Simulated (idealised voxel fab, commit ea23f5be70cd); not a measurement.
The process module that follows is named voxel transistor to metal.
In the cross-section labelled cut, the width is 160 nm and each square cell is 5 nm.
Reading order for cross-sections: top band down to bottom band. Underlying form: a grid of square cells. Band size: one or more rows of cells. In this notation a band is specified by the heights of its top and bottom, in that order and in nm, after which its materials appear from left to right, each paired with its width in nm. The word "all across" attached to a single material means that material fills the band from edge to edge; the word "blank" stands for empty space. Height is counted from the level 0, under which the received wafer is composed throughout of one material. The lowest of the bands is not closed at the bottom but continues downward, in the notation "from 0 down". The two numbers in a width such as "30..40" mark its ends across the band: the first belongs to the top row of cells, the second to the bottom row, and from each row to the next the width moves by the same amount. "no modification" -> step changed no cross-section cell. The entry titled "Closed empty spaces" provides the empty spaces that have no open way to the top, restricted to those of 8 cells or more. Each is presented as width x height at distance, the distance being measured from the left edge, with all three in nm. Whatever follows a step's settings on its line is a remark the simulator itself makes about that step. Steps that use a mask can have "overlay nm" on their line. It says how far the mask sat to the right of where it was meant to be. Negative means to the left. Reading guide: pairs of cross-sections, before and after one process step; after view cut off at lowest changed band; step and settings listed under each pair. Pairs may stem from different runs of this module on the same starting wafer; continuity with the pair above only where the "Before-step section" entry states it.

Before-step section:
from 20 to 10 = 30 of SiO2; 20 of blank; 60 of SiO2; 20 of blank; 30 of SiO2
from 10 to 0 = 30 of SiO2; 20 of blank; 10 of SiO2; 5 of HfO2; 5 of TiN; 20 of W; 5 of TiN; 5 of HfO2; 10 of SiO2; 20 of blank; 30 of SiO2
from 0 to -5 = 30 of SiO2; 20 of blank; 10 of SiO2; 5 of HfO2; 30 of TiN; 5 of HfO2; 10 of SiO2; 20 of blank; 30 of SiO2
from -5 to -10 = 25 of SiO2; 35 of nSi; 40 of HfO2; 35 of nSi; 25 of SiO2
from -10 to -30 = 25 of SiO2; 110 of Si; 25 of SiO2
from -30 down = Si all across
Closed empty spaces: none

Post-Step Appearance:
from 25 to 20 = 35 of TiN; 10 of blank; 70 of TiN; 10 of blank; 35 of TiN
from 20 to 10 = 30 of SiO2; 5 of TiN; 10 of blank; 5 of TiN; 60 of SiO2; 5 of TiN; 10 of blank; 5 of TiN; 30 of SiO2
from 10 to 0 = 30 of SiO2; 5 of TiN; 10 of blank; 5 of TiN; 10 of SiO2; 5 of HfO2; 5 of TiN; 20 of W; 5 of TiN; 5 of HfO2; 10 of SiO2; 5 of TiN; 10 of blank; 5 of TiN; 30 of SiO2
from 0 to -5 = 30 of SiO2; 20 of TiN; 10 of SiO2; 5 of HfO2; 30 of TiN; 5 of HfO2; 10 of SiO2; 20 of TiN; 30 of SiO2
Under the height -5 nothing was changed.
Closed empty spaces: none
Looking at the two cross-sections above, the step in the middle is CONFORMAL_DEP | material TiN | thk nm 5

Before-step section: Please consult the pair immediately above; the cross-section it shows after its step is the state before this step.

Post-Step Appearance:
from 35 to 25 = W all across
from 25 to 20 = 35 of TiN; 10 of W; 70 of TiN; 10 of W; 35 of TiN
from 20 to 10 = 30 of SiO2; 5 of TiN; 10 of W; 5 of TiN; 60 of SiO2; 5 of TiN; 10 of W; 5 of TiN; 30 of SiO2
from 10 to 0 = 30 of SiO2; 5 of TiN; 10 of W; 5 of TiN; 10 of SiO2; 5 of HfO2; 5 of TiN; 20 of W; 5 of TiN; 5 of HfO2; 10 of SiO2; 5 of TiN; 10 of W; 5 of TiN; 30 of SiO2
Under the height 0 nothing was changed.
Closed empty spaces: none
Looking at the two cross-sections above, the step in the middle is FILL_DEP | material W | thk nm 10

Before-step section: Please consult the pair immediately above; the cross-section it shows after its step is the state before this step.

Post-Step Appearance:
from 20 to 10 = 30 of SiO2; 5 of TiN; 10 of W; 5 of TiN; 60 of SiO2; 5 of TiN; 10 of W; 5 of TiN; 30 of SiO2
Under the height 10 nothing was changed.
Closed empty spaces: none
Looking at the two cross-sections above, the step in the middle is CMP | height nm 20

Before-step section: Please consult the pair immediately above; the cross-section it shows after its step is the state before this step.

Post-Step Appearance:
from 25 to 20 = TiN all across
Under the height 20 nothing was changed.
Closed empty spaces: none
Looking at the two cross-sections above, the step in the middle is DIRECTIONAL_DEP | material TiN | thk nm 5

Before-step section: Please consult the pair immediately above; the cross-section it shows after its step is the state before this step.

Post-Step Appearance:
from 50 to 25 = W all across
Under the height 25 nothing was changed.
Closed empty spaces: none
Looking at the two cross-sections above, the step in the middle is DIRECTIONAL_DEP | material W | thk nm 25

Before-step section: Please consult the pair immediately above; the cross-section it shows after its step is the state before this step.

Post-Step Appearance:
from 50 to 25 = 30 of blank; 20 of W; 60 of blank; 20 of W; 30 of blank
Under the height 25 nothing was changed.
Closed empty spaces: none
Looking at the two cross-sections above, the step in the middle is MASKED_ETCH | tone cover | mask id METAL_1 | width nm 20 | pitch nm 80 | etch materials W | depth nm 25 | overlay nm 0

Before-step section: Please consult the pair immediately above; the cross-section it shows after its step is the state before this step.

Post-Step Appearance:
from 50 to 25 = 30 of blank; 20 of W; 60 of blank; 20 of W; 30 of blank
from 25 to 20 = 30 of blank; 20 of TiN; 60 of blank; 20 of TiN; 30 of blank
Under the height 20 nothing was changed.
Closed empty spaces: none
Looking at the two cross-sections above, the step in the middle is MASKED_ETCH | tone cover | mask id METAL_1 | width nm 20 | pitch nm 80 | etch materials TiN | depth nm 5 | overlay nm 0

Before-step section: Please consult the pair immediately above; the cross-section it shows after its step is the state before this step.

Post-Step Appearance:
from 55 to 50 = 25 of blank; 30 of SiCN; 50 of blank; 30 of SiCN; 25 of blank
from 50 to 25 = 25 of blank; 5 of SiCN; 20 of W; 5 of SiCN; 50 of blank; 5 of SiCN; 20 of W; 5 of SiCN; 25 of blank
from 25 to 20 = 30 of SiCN; 20 of TiN; 60 of SiCN; 20 of TiN; 30 of SiCN
Under the height 20 nothing was changed.
Closed empty spaces: none
Looking at the two cross-sections above, the step in the middle is CONFORMAL_DEP | material SiCN | thk nm 5

Before-step section: Please consult the pair immediately above; the cross-section it shows after its step is the state before this step.

Post-Step Appearance:
from 65 to 55 = lowk all across
from 55 to 50 = 25 of lowk; 30 of SiCN; 50 of lowk; 30 of SiCN; 25 of lowk
from 50 to 25 = 25 of lowk; 5 of SiCN; 20 of W; 5 of SiCN; 50 of lowk; 5 of SiCN; 20 of W; 5 of SiCN; 25 of lowk
Under the height 25 nothing was changed.
Closed empty spaces: none
Looking at the two cross-sections above, the step in the middle is FILL_DEP | material lowk | thk nm 10

Before-step section: Please consult the pair immediately above; the cross-section it shows after its step is the state before this step.

Post-Step Appearance:
from 50 to 25 = 25 of lowk; 5 of SiCN; 20 of W; 5 of SiCN; 50 of lowk; 5 of SiCN; 20 of W; 5 of SiCN; 25 of lowk
Under the height 25 nothing was changed.
Closed empty spaces: none
Looking at the two cross-sections above, the step in the middle is CMP | height nm 50

Before-step section: Please consult the pair immediately above; the cross-section it shows after its step is the state before this step.

Post-Step Appearance:
from 55 to 50 = SiCN all across
Under the height 50 nothing was changed.
Closed empty spaces: none
Looking at the two cross-sections above, the step in the middle is CONFORMAL_DEP | material SiCN | thk nm 5

Before-step section:
from 10 to 0 = 25 of blank; 110 of SiN; 25 of blank
from 0 to -5 = 25 of blank; 110 of SiO2; 25 of blank
from -5 to -30 = 25 of blank; 110 of Si; 25 of blank
from -30 down = Si all across
Closed empty spaces: none

Post-Step Appearance:
from 10 to 0 = 25 of blank; 110 of SiN; 25 of blank
from 0 to -5 = 25 of blank; 110 of SiO2; 25 of blank
from -5 to -55 = 25 of blank; 110 of Si; 25 of blank
Under the height -55 nothing was changed.
Closed empty spaces: none
Looking at the two cross-sections above, the step in the middle is MASKED_ETCH | tone cover | mask id ACTIVE | width nm 110 | etch materials Si | depth nm 25 | overlay nm 0

Before-step section: Please consult the pair immediately above; the cross-section it shows after its step is the state before this step.

Post-Step Appearance:
from 15 to 10 = SiO2 all across
from 10 to 0 = 25 of SiO2; 110 of SiN; 25 of SiO2
from 0 to -5 = SiO2 all across
from -5 to -55 = 25 of SiO2; 110 of Si; 25 of SiO2
Under the height -55 nothing was changed.
Closed empty spaces: none
Looking at the two cross-sections above, the step in the middle is FILL_DEP | material SiO2 | thk nm 5

Before-step section: Please consult the pair immediately above; the cross-section it shows after its step is the state before this step.

Post-Step Appearance:
from 10 to 0 = 25 of SiO2; 110 of SiN; 25 of SiO2
Under the height 0 nothing was changed.
Closed empty spaces: none
Looking at the two cross-sections above, the step in the middle is CMP | height nm 10

Before-step section: Please consult the pair immediately above; the cross-section it shows after its step is the state before this step.

Post-Step Appearance:
from 10 to 5 = 25 of blank; 110 of SiN; 25 of blank
Under the height 5 nothing was changed.
Closed empty spaces: none
Looking at the two cross-sections above, the step in the middle is SELECTIVE_ETCH | etch materials SiO2 | depth nm 5

Before-step section: Please consult the pair immediately above; the cross-section it shows after its step is the state before this step.

Post-Step Appearance:
from 5 to 0 = 25 of SiO2; 110 of blank; 25 of SiO2
Under the height 0 nothing was changed.
Closed empty spaces: none
Looking at the two cross-sections above, the step in the middle is STRIP | etch materials SiN

Before-step section: Please consult the pair immediately above; the cross-section it shows after its step is the state before this step.

Post-Step Appearance:
from 0 to -5 = 20 of SiO2; 120 of blank; 20 of SiO2
Under the height -5 nothing was changed.
Closed empty spaces: none
Looking at the two cross-sections above, the step in the middle is SELECTIVE_ETCH | etch materials SiO2 | depth nm 5

Before-step section: Please consult the pair immediately above; the cross-section it shows after its step is the state before this step.

Post-Step Appearance:
from 0 to -5 = 20 of SiO2; 120 of blank; 20 of SiO2
from -5 to -10 = SiO2 all across
Under the height -10 nothing was changed.
Closed empty spaces: none
Looking at the two cross-sections above, the step in the middle is OXIDIZE | depth nm 5

Before-step section: Please consult the pair immediately above; the cross-section it shows after its step is the state before this step.

Post-Step Appearance:
from 20 to 15 = 20 of polySi; 120 of blank; 20 of polySi
from 15 to 0 = polySi all across
from 0 to -5 = 20 of SiO2; 120 of polySi; 20 of SiO2
Under the height -5 nothing was changed.
Closed empty spaces: none
Looking at the two cross-sections above, the step in the middle is DIRECTIONAL_DEP | material polySi | thk nm 20

Before-step section: Please consult the pair immediately above; the cross-section it shows after its step is the state before this step.

Post-Step Appearance:
from 35 to 30 = 20 of SiCN; 120 of blank; 20 of SiCN
from 30 to 20 = SiCN all across
from 20 to 15 = 20 of polySi; 120 of SiCN; 20 of polySi
Under the height 15 nothing was changed.
Closed empty spaces: none
Looking at the two cross-sections above, the step in the middle is DIRECTIONAL_DEP | material SiCN | thk nm 15

Before-step section: Please consult the pair immediately above; the cross-section it shows after its step is the state before this step.

Post-Step Appearance:
from 50 to 35 = 65 of blank; 30 of resist; 65 of blank
from 35 to 30 = 20 of SiCN; 45 of blank; 30 of resist; 45 of blank; 20 of SiCN
Under the height 30 nothing was changed.
Closed empty spaces: none
Looking at the two cross-sections above, the step in the middle is PATTERN | tone cover | mask id GATE | material resist | width nm 30 | thk nm 15 | overlay nm 0

Before-step section: Please consult the pair immediately above; the cross-section it shows after its step is the state before this step.

Post-Step Appearance:
from 50 to 30 = 65 of blank; 30 of resist; 65 of blank
from 30 to 20 = 65 of blank; 30 of SiCN; 65 of blank
from 20 to 15 = 20 of polySi; 45 of blank; 30 of SiCN; 45 of blank; 20 of polySi
Under the height 15 nothing was changed.
Closed empty spaces: none
Looking at the two cross-sections above, the step in the middle is DIRECTIONAL_ETCH | etch materials SiCN | depth nm 25

Before-step section: Please consult the pair immediately above; the cross-section it shows after its step is the state before this step.

Post-Step Appearance:
from 50 to 30 = 65 of blank; 30 of resist; 65 of blank
from 30 to 15 = 65 of blank; 30 of SiCN; 65 of blank
from 15 to 0 = 65 of blank; 30 of polySi; 65 of blank
from 0 to -5 = 20 of SiO2; 45 of blank; 30 of polySi; 45 of blank; 20 of SiO2
Under the height -5 nothing was changed.
Closed empty spaces: none
Looking at the two cross-sections above, the step in the middle is DIRECTIONAL_ETCH | etch materials polySi | depth nm 30

Before-step section: Please consult the pair immediately above; the cross-section it shows after its step is the state before this step.

Post-Step Appearance:
from 30 to 15 = 65 of blank; 30 of SiCN; 65 of blank
Under the height 15 nothing was changed.
Closed empty spaces: none
Looking at the two cross-sections above, the step in the middle is STRIP | etch materials resist

Before-step section: Please consult the pair immediately above; the cross-section it shows after its step is the state before this step.

Post-Step Appearance:
from 35 to 30 = 60 of blank; 40 of SiO2; 60 of blank
from 30 to 15 = 60 of blank; 5 of SiO2; 30 of SiCN; 5 of SiO2; 60 of blank
from 15 to 5 = 60 of blank; 5 of SiO2; 30 of polySi; 5 of SiO2; 60 of blank
from 5 to 0 = 25 of SiO2; 35 of blank; 5 of SiO2; 30 of polySi; 5 of SiO2; 35 of blank; 25 of SiO2
from 0 to -5 = 65 of SiO2; 30 of polySi; 65 of SiO2
Under the height -5 nothing was changed.
Closed empty spaces: none
Looking at the two cross-sections above, the step in the middle is CONFORMAL_DEP | material SiO2 | thk nm 5

Before-step section: Please consult the pair immediately above; the cross-section it shows after its step is the state before this step.

Post-Step Appearance:
from 30 to 15 = 60 of blank; 5 of SiO2; 30 of SiCN; 5 of SiO2; 60 of blank
from 15 to 0 = 60 of blank; 5 of SiO2; 30 of polySi; 5 of SiO2; 60 of blank
from 0 to -5 = 25 of SiO2; 35 of blank; 5 of SiO2; 30 of polySi; 5 of SiO2; 35 of blank; 25 of SiO2
Under the height -5 nothing was changed.
Closed empty spaces: none
Looking at the two cross-sections above, the step in the middle is DIRECTIONAL_ETCH | etch materials SiO2 | depth nm 5

Before-step section: Please consult the pair immediately above; the cross-section it shows after its step is the state before this step.

Post-Step Appearance:
from 40 to 30 = 50 of blank; 60 of SiN; 50 of blank
from 30 to 15 = 50 of blank; 10 of SiN; 5 of SiO2; 30 of SiCN; 5 of SiO2; 10 of SiN; 50 of blank
from 15 to 10 = 50 of blank; 10 of SiN; 5 of SiO2; 30 of polySi; 5 of SiO2; 10 of SiN; 50 of blank
from 10 to 5 = 35 of SiN; 15 of blank; 10 of SiN; 5 of SiO2; 30 of polySi; 5 of SiO2; 10 of SiN; 15 of blank; 35 of SiN
from 5 to 0 = 60 of SiN; 5 of SiO2; 30 of polySi; 5 of SiO2; 60 of SiN
from 0 to -5 = 25 of SiO2; 35 of SiN; 5 of SiO2; 30 of polySi; 5 of SiO2; 35 of SiN; 25 of SiO2
Under the height -5 nothing was changed.
Closed empty spaces: none
Looking at the two cross-sections above, the step in the middle is CONFORMAL_DEP | material SiN | thk nm 10

Before-step section: Please consult the pair immediately above; the cross-section it shows after its step is the state before this step.

Post-Step Appearance:
from 30 to 15 = 50 of blank; 10 of SiN; 5 of SiO2; 30 of SiCN; 5 of SiO2; 10 of SiN; 50 of blank
from 15 to 0 = 50 of blank; 10 of SiN; 5 of SiO2; 30 of polySi; 5 of SiO2; 10 of SiN; 50 of blank
from 0 to -5 = 25 of SiO2; 10 of SiN; 15 of blank; 10 of SiN; 5 of SiO2; 30 of polySi; 5 of SiO2; 10 of SiN; 15 of blank; 10 of SiN; 25 of SiO2
Under the height -5 nothing was changed.
Closed empty spaces: none
Looking at the two cross-sections above, the step in the middle is DIRECTIONAL_ETCH | etch materials SiN | depth nm 10

Before-step section: Please consult the pair immediately above; the cross-section it shows after its step is the state before this step.

Post-Step Appearance:
from 30 to 25 = 50 of blank; 10 of SiN; 5 of blank; 30 of SiCN; 5 of blank; 10 of SiN; 50 of blank
from 25 to 15 = 50 of blank; 10 of SiN; 5 of SiO2; 30 of SiCN; 5 of SiO2; 10 of SiN; 50 of blank
from 15 to 0 = 50 of blank; 10 of SiN; 5 of SiO2; 30 of polySi; 5 of SiO2; 10 of SiN; 50 of blank
from 0 to -5 = 25 of blank; 10 of SiN; 15 of blank; 10 of SiN; 5 of SiO2; 30 of polySi; 5 of SiO2; 10 of SiN; 15 of blank; 10 of SiN; 25 of blank
from -5 to -10 = 35 of SiO2; 15 of blank; 60 of SiO2; 15 of blank; 35 of SiO2
Under the height -10 nothing was changed.
Closed empty spaces: none
Looking at the two cross-sections above, the step in the middle is DIRECTIONAL_ETCH | etch materials SiO2 | depth nm 5

Before-step section: Please consult the pair immediately above; the cross-section it shows after its step is the state before this step.

Post-Step Appearance:
from 30 to 25 = 50 of blank; 10 of SiN; 5 of blank; 30 of SiCN; 5 of blank; 10 of SiN; 50 of blank
from 25 to 15 = 50 of blank; 10 of SiN; 5 of SiO2; 30 of SiCN; 5 of SiO2; 10 of SiN; 50 of blank
from 15 to 0 = 50 of blank; 10 of SiN; 5 of SiO2; 30 of polySi; 5 of SiO2; 10 of SiN; 50 of blank
from 0 to -5 = 25 of blank; 10 of SiN; 15 of blank; 10 of SiN; 5 of SiO2; 30 of polySi; 5 of SiO2; 10 of SiN; 15 of blank; 10 of SiN; 25 of blank
from -5 to -10 = 35 of SiO2; 15 of nSi; 60 of SiO2; 15 of nSi; 35 of SiO2
Under the height -10 nothing was changed.
Closed empty spaces: none
Looking at the two cross-sections above, the step in the middle is EPI | material nSi | thk nm 5

Before-step section: Please consult the pair immediately above; the cross-section it shows after its step is the state before this step.

Post-Step Appearance:
from 35 to 30 = SiO2 all across
from 30 to 15 = 50 of SiO2; 10 of SiN; 5 of SiO2; 30 of SiCN; 5 of SiO2; 10 of SiN; 50 of SiO2
from 15 to 0 = 50 of SiO2; 10 of SiN; 5 of SiO2; 30 of polySi; 5 of SiO2; 10 of SiN; 50 of SiO2
from 0 to -5 = 25 of SiO2; 10 of SiN; 15 of SiO2; 10 of SiN; 5 of SiO2; 30 of polySi; 5 of SiO2; 10 of SiN; 15 of SiO2; 10 of SiN; 25 of SiO2
Under the height -5 nothing was changed.
Closed empty spaces: none
Looking at the two cross-sections above, the step in the middle is FILL_DEP | material SiO2 | thk nm 5

Before-step section: Please consult the pair immediately above; the cross-section it shows after its step is the state before this step.

Post-Step Appearance:
from 15 to 0 = 50 of SiO2; 10 of SiN; 5 of SiO2; 30 of polySi; 5 of SiO2; 10 of SiN; 50 of SiO2
Under the height 0 nothing was changed.
Closed empty spaces: none
Looking at the two cross-sections above, the step in the middle is CMP | height nm 15

Before-step section: Please consult the pair immediately above; the cross-section it shows after its step is the state before this step.

Post-Step Appearance:
from 15 to 0 = 50 of SiO2; 10 of SiN; 5 of SiO2; 30 of blank; 5 of SiO2; 10 of SiN; 50 of SiO2
from 0 to -5 = 25 of SiO2; 10 of SiN; 15 of SiO2; 10 of SiN; 5 of SiO2; 30 of blank; 5 of SiO2; 10 of SiN; 15 of SiO2; 10 of SiN; 25 of SiO2
Under the height -5 nothing was changed.
Closed empty spaces: none
Looking at the two cross-sections above, the step in the middle is STRIP | etch materials polySi

Before-step section: Please consult the pair immediately above; the cross-section it shows after its step is the state before this step.

Post-Step Appearance:
from 15 to 10 = 50 of blank; 10 of SiN; 40 of blank; 10 of SiN; 50 of blank
from 10 to 0 = 50 of SiO2; 10 of SiN; 40 of blank; 10 of SiN; 50 of SiO2
from 0 to -5 = 25 of SiO2; 10 of SiN; 15 of SiO2; 10 of SiN; 40 of blank; 10 of SiN; 15 of SiO2; 10 of SiN; 25 of SiO2
from -5 to -10 = 35 of SiO2; 15 of nSi; 10 of SiO2; 40 of blank; 10 of SiO2; 15 of nSi; 35 of SiO2
Under the height -10 nothing was changed.
Closed empty spaces: none
Looking at the two cross-sections above, the step in the middle is SELECTIVE_ETCH | etch materials SiO2 | depth nm 5

Before-step section: Please consult the pair immediately above; the cross-section it shows after its step is the state before this step.

Post-Step Appearance:
from 20 to 15 = 45 of blank; 20 of HfO2; 30 of blank; 20 of HfO2; 45 of blank
from 15 to 10 = 50 of HfO2; 10 of SiN; 5 of HfO2; 30 of blank; 5 of HfO2; 10 of SiN; 50 of HfO2
from 10 to 0 = 50 of SiO2; 10 of SiN; 5 of HfO2; 30 of blank; 5 of HfO2; 10 of SiN; 50 of SiO2
from 0 to -5 = 25 of SiO2; 10 of SiN; 15 of SiO2; 10 of SiN; 5 of HfO2; 30 of blank; 5 of HfO2; 10 of SiN; 15 of SiO2; 10 of SiN; 25 of SiO2
from -5 to -10 = 35 of SiO2; 15 of nSi; 10 of SiO2; 40 of HfO2; 10 of SiO2; 15 of nSi; 35 of SiO2
Under the height -10 nothing was changed.
Closed empty spaces: none
Looking at the two cross-sections above, the step in the middle is CONFORMAL_DEP | material HfO2 | thk nm 5

Before-step section: Please consult the pair immediately above; the cross-section it shows after its step is the state before this step.

Post-Step Appearance:
from 25 to 20 = 40 of blank; 30 of TiN; 20 of blank; 30 of TiN; 40 of blank
from 20 to 15 = 45 of TiN; 20 of HfO2; 5 of TiN; 20 of blank; 5 of TiN; 20 of HfO2; 45 of TiN
from 15 to 10 = 50 of HfO2; 10 of SiN; 5 of HfO2; 5 of TiN; 20 of blank; 5 of TiN; 5 of HfO2; 10 of SiN; 50 of HfO2
from 10 to 0 = 50 of SiO2; 10 of SiN; 5 of HfO2; 5 of TiN; 20 of blank; 5 of TiN; 5 of HfO2; 10 of SiN; 50 of SiO2
from 0 to -5 = 25 of SiO2; 10 of SiN; 15 of SiO2; 10 of SiN; 5 of HfO2; 30 of TiN; 5 of HfO2; 10 of SiN; 15 of SiO2; 10 of SiN; 25 of SiO2
Under the height -5 nothing was changed.
Closed empty spaces: none
Looking at the two cross-sections above, the step in the middle is CONFORMAL_DEP | material TiN | thk nm 5

Before-step section: Please consult the pair immediately above; the cross-section it shows after its step is the state before this step.

Post-Step Appearance:
from 30 to 25 = W all across
from 25 to 20 = 40 of W; 30 of TiN; 20 of W; 30 of TiN; 40 of W
from 20 to 15 = 45 of TiN; 20 of HfO2; 5 of TiN; 20 of W; 5 of TiN; 20 of HfO2; 45 of TiN
from 15 to 10 = 50 of HfO2; 10 of SiN; 5 of HfO2; 5 of TiN; 20 of W; 5 of TiN; 5 of HfO2; 10 of SiN; 50 of HfO2
from 10 to 0 = 50 of SiO2; 10 of SiN; 5 of HfO2; 5 of TiN; 20 of W; 5 of TiN; 5 of HfO2; 10 of SiN; 50 of SiO2
Under the height 0 nothing was changed.
Closed empty spaces: none
Looking at the two cross-sections above, the step in the middle is FILL_DEP | material W | thk nm 5

Before-step section: Please consult the pair immediately above; the cross-section it shows after its step is the state before this step.

Post-Step Appearance:
from 10 to 0 = 50 of SiO2; 10 of SiN; 5 of HfO2; 5 of TiN; 20 of W; 5 of TiN; 5 of HfO2; 10 of SiN; 50 of SiO2
Under the height 0 nothing was changed.
Closed empty spaces: none
Looking at the two cross-sections above, the step in the middle is CMP | height nm 10

Before-step section: Please consult the pair immediately above; the cross-section it shows after its step is the state before this step.

Post-Step Appearance:
from 20 to 10 = SiO2 all across
Under the height 10 nothing was changed.
Closed empty spaces: none
Looking at the two cross-sections above, the step in the middle is DIRECTIONAL_DEP | material SiO2 | thk nm 10

Before-step section: Please consult the pair immediately above; the cross-section it shows after its step is the state before this step.

Post-Step Appearance:
from 20 to 10 = 30 of SiO2; 20 of blank; 60 of SiO2; 20 of blank; 30 of SiO2
from 10 to 0 = 30 of SiO2; 20 of blank; 10 of SiN; 5 of HfO2; 5 of TiN; 20 of W; 5 of TiN; 5 of HfO2; 10 of SiN; 20 of blank; 30 of SiO2
from 0 to -5 = 25 of SiO2; 10 of SiN; 15 of blank; 10 of SiN; 5 of HfO2; 30 of TiN; 5 of HfO2; 10 of SiN; 15 of blank; 10 of SiN; 25 of SiO2
Under the height -5 nothing was changed.
Closed empty spaces: none
Looking at the two cross-sections above, the step in the middle is MASKED_ETCH | tone open | mask id CONTACT | width nm 20 | pitch nm 80 | etch materials SiO2 | depth nm 25 | overlay nm 0

Before-step section: Please consult the pair immediately above; the cross-section it shows after its step is the state before this step.

Post-Step Appearance:
from 25 to 20 = 35 of TiN; 10 of blank; 70 of TiN; 10 of blank; 35 of TiN
from 20 to 10 = 30 of SiO2; 5 of TiN; 10 of blank; 5 of TiN; 60 of SiO2; 5 of TiN; 10 of blank; 5 of TiN; 30 of SiO2
from 10 to 0 = 30 of SiO2; 5..10 of TiN; 10..5 of blank; 5 of TiN; 10 of SiN; 5 of HfO2; 5 of TiN; 20 of W; 5 of TiN; 5 of HfO2; 10 of SiN; 5 of TiN; 10..5 of blank; 5..10 of TiN; 30 of SiO2
from 0 to -5 = 25 of SiO2; 10 of SiN; 15 of TiN; 10 of SiN; 5 of HfO2; 30 of TiN; 5 of HfO2; 10 of SiN; 15 of TiN; 10 of SiN; 25 of SiO2
Under the height -5 nothing was changed.
Closed empty spaces: none
Looking at the two cross-sections above, the step in the middle is CONFORMAL_DEP | material TiN | thk nm 5

Before-step section: Please consult the pair immediately above; the cross-section it shows after its step is the state before this step.

Post-Step Appearance:
from 35 to 25 = W all across
from 25 to 20 = 35 of TiN; 10 of W; 70 of TiN; 10 of W; 35 of TiN
from 20 to 10 = 30 of SiO2; 5 of TiN; 10 of W; 5 of TiN; 60 of SiO2; 5 of TiN; 10 of W; 5 of TiN; 30 of SiO2
from 10 to 0 = 30 of SiO2; 5..10 of TiN; 10..5 of W; 5 of TiN; 10 of SiN; 5 of HfO2; 5 of TiN; 20 of W; 5 of TiN; 5 of HfO2; 10 of SiN; 5 of TiN; 10..5 of W; 5..10 of TiN; 30 of SiO2
Under the height 0 nothing was changed.
Closed empty spaces: none
Looking at the two cross-sections above, the step in the middle is FILL_DEP | material W | thk nm 10

Before-step section: Please consult the pair immediately above; the cross-section it shows after its step is the state before this step.

Post-Step Appearance:
from 20 to 10 = 30 of SiO2; 5 of TiN; 10 of W; 5 of TiN; 60 of SiO2; 5 of TiN; 10 of W; 5 of TiN; 30 of SiO2
Under the height 10 nothing was changed.
Closed empty spaces: none
Looking at the two cross-sections above, the step in the middle is CMP | height nm 20

Before-step section: Please consult the pair immediately above; the cross-section it shows after its step is the state before this step.

Post-Step Appearance:
from 25 to 20 = TiN all across
Under the height 20 nothing was changed.
Closed empty spaces: none
Looking at the two cross-sections above, the step in the middle is DIRECTIONAL_DEP | material TiN | thk nm 5

Before-step section: Please consult the pair immediately above; the cross-section it shows after its step is the state before this step.

Post-Step Appearance:
from 50 to 25 = W all across
Under the height 25 nothing was changed.
Closed empty spaces: none
Looking at the two cross-sections above, the step in the middle is DIRECTIONAL_DEP | material W | thk nm 25

Before-step section: Please consult the pair immediately above; the cross-section it shows after its step is the state before this step.

Post-Step Appearance:
from 50 to 25 = 30 of blank; 20 of W; 60 of blank; 20 of W; 30 of blank
Under the height 25 nothing was changed.
Closed empty spaces: none
Looking at the two cross-sections above, the step in the middle is MASKED_ETCH | tone cover | mask id METAL_1 | width nm 20 | pitch nm 80 | etch materials W | depth nm 25 | overlay nm 0

Before-step section: Please consult the pair immediately above; the cross-section it shows after its step is the state before this step.

Post-Step Appearance:
from 50 to 25 = 30 of blank; 20 of W; 60 of blank; 20 of W; 30 of blank
from 25 to 20 = 30 of blank; 20 of TiN; 60 of blank; 20 of TiN; 30 of blank
Under the height 20 nothing was changed.
Closed empty spaces: none
Looking at the two cross-sections above, the step in the middle is MASKED_ETCH | tone cover | mask id METAL_1 | width nm 20 | pitch nm 80 | etch materials TiN | depth nm 5 | overlay nm 0

Before-step section: Please consult the pair immediately above; the cross-section it shows after its step is the state before this step.

Post-Step Appearance:
from 55 to 50 = 25 of blank; 30 of SiCN; 50 of blank; 30 of SiCN; 25 of blank
from 50 to 25 = 25 of blank; 5 of SiCN; 20 of W; 5 of SiCN; 50 of blank; 5 of SiCN; 20 of W; 5 of SiCN; 25 of blank
from 25 to 20 = 30 of SiCN; 20 of TiN; 60 of SiCN; 20 of TiN; 30 of SiCN
Under the height 20 nothing was changed.
Closed empty spaces: none
Looking at the two cross-sections above, the step in the middle is CONFORMAL_DEP | material SiCN | thk nm 5

Before-step section: Please consult the pair immediately above; the cross-section it shows after its step is the state before this step.

Post-Step Appearance:
from 65 to 55 = lowk all across
from 55 to 50 = 25 of lowk; 30 of SiCN; 50 of lowk; 30 of SiCN; 25 of lowk
from 50 to 25 = 25 of lowk; 5 of SiCN; 20 of W; 5 of SiCN; 50 of lowk; 5 of SiCN; 20 of W; 5 of SiCN; 25 of lowk
Under the height 25 nothing was changed.
Closed empty spaces: none
Looking at the two cross-sections above, the step in the middle is FILL_DEP | material lowk | thk nm 10

Before-step section: Please consult the pair immediately above; the cross-section it shows after its step is the state before this step.

Post-Step Appearance:
from 50 to 25 = 25 of lowk; 5 of SiCN; 20 of W; 5 of SiCN; 50 of lowk; 5 of SiCN; 20 of W; 5 of SiCN; 25 of lowk
Under the height 25 nothing was changed.
Closed empty spaces: none
Looking at the two cross-sections above, the step in the middle is CMP | height nm 50

Before-step section: Please consult the pair immediately above; the cross-section it shows after its step is the state before this step.

Post-Step Appearance:
from 55 to 50 = SiCN all across
Under the height 50 nothing was changed.
Closed empty spaces: none
Looking at the two cross-sections above, the step in the middle is CONFORMAL_DEP | material SiCN | thk nm 5

Before-step section:
from 20 to 10 = 30 of SiO2; 5 of TiN; 10 of W; 5 of TiN; 60 of SiO2; 5 of TiN; 10 of W; 5 of TiN; 30 of SiO2
from 10 to 0 = 30 of SiO2; 5..10 of TiN; 10..5 of W; 5 of TiN; 10 of SiN; 5 of HfO2; 5 of TiN; 20 of W; 5 of TiN; 5 of HfO2; 10 of SiN; 5 of TiN; 10..5 of W; 5..10 of TiN; 30 of SiO2
from 0 to -5 = 25 of SiO2; 10 of SiN; 15 of TiN; 10 of SiN; 5 of HfO2; 30 of TiN; 5 of HfO2; 10 of SiN; 15 of TiN; 10 of SiN; 25 of SiO2
from -5 to -10 = 35 of SiO2; 15 of nSi; 10 of SiO2; 40 of HfO2; 10 of SiO2; 15 of nSi; 35 of SiO2
from -10 to -30 = 25 of SiO2; 110 of Si; 25 of SiO2
from -30 down = Si all across
Closed empty spaces: none

Post-Step Appearance:
from 45 to 20 = W all across
Under the height 20 nothing was changed.
Closed empty spaces: none
Looking at the two cross-sections above, the step in the middle is DIRECTIONAL_DEP | material W | thk nm 25

Before-step section: Please consult the pair immediately above; the cross-section it shows after its step is the state before this step.

Post-Step Appearance:
from 50 to 45 = TiN all across
Under the height 45 nothing was changed.
Closed empty spaces: none
Looking at the two cross-sections above, the step in the middle is DIRECTIONAL_DEP | material TiN | thk nm 5
